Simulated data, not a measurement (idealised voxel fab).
The following is a process module called voxel spacer lines.
FYI the section here is cut, 260 nm wide, cells are 5 nm squares.
In what follows, cross-sections appear as grids of square cells, described through bands that run from the top down, where every band is one or more rows of cells.
In this notation a band is specified by the heights of its top and bottom, in that order and in nm, after which its materials appear from left to right, each paired with its width in nm. The word "all across" attached to a single material means that material fills the band from edge to edge; the word "empty" stands for empty space.
Counting heights begins at 0, where everything beneath is, in the wafer as received, one material. The lowest band has no bottom; it goes on downwards, as "0 down" shows.
When a width is written as two numbers, as in "30->40", the first number is the width in the top row of cells of the band and the second is the width in its bottom row, and the width changes by the same amount from each row to the next.
The designation "no change", where it is given for a processing step, indicates that no cell of the cross-section was altered in the course of that step.
In the "Enclosed empty spaces" entry, you get each enclosed empty space of 8 cells or more, one with no open way to the top, written width x height at distance, distance from the left edge, in nm.
Step line, after settings: the simulator's comment on this step.
What "overlay nm" on a step's line means: if the step has a mask, that mask lay this far to the right of its planned place, or, when the value is negative, to the left.

**Steps planned for the process**
1: RECEIVE: material Si
2: CONFORMAL_DEP: material SiO2, thk nm 5
3: DIRECTIONAL_DEP: material W, thk nm 15
4: DIRECTIONAL_DEP: material polySi, thk nm 25
5: PATTERN: tone cover, mask id MANDREL, material resist, width nm 25, pitch nm 80, thk nm 30, overlay nm 0
6: DIRECTIONAL_ETCH: etch materials polySi, depth nm 25
7: STRIP: etch materials resist
8: CONFORMAL_DEP: material SiN, thk nm 15
9: DIRECTIONAL_ETCH: etch materials SiN, depth nm 15
10: STRIP: etch materials polySi
11: DIRECTIONAL_ETCH: etch materials W, depth nm 15
12: STRIP: etch materials SiN
13: FILL_DEP: material lowk, thk nm 5
14: CMP: height nm 20

**as received, after step 1**
	0 down: Si all across
	Enclosed empty spaces: none

**This is how the wafer looks in cross-section once the module is done, given the starting state and plan above and one mistake in carrying the plan out**
	15 to 5: lowk (60), then W (15), then lowk (25), then W (15), then lowk (25), then W (15), then lowk (25), then W (15), then lowk (65)
	5 to 0: SiO2 all across
	0 down: Si all across
	Enclosed empty spaces: none
Deviation from plan: step 14 was processed under conditions differing from the plan, specifically as CMP: height nm 15
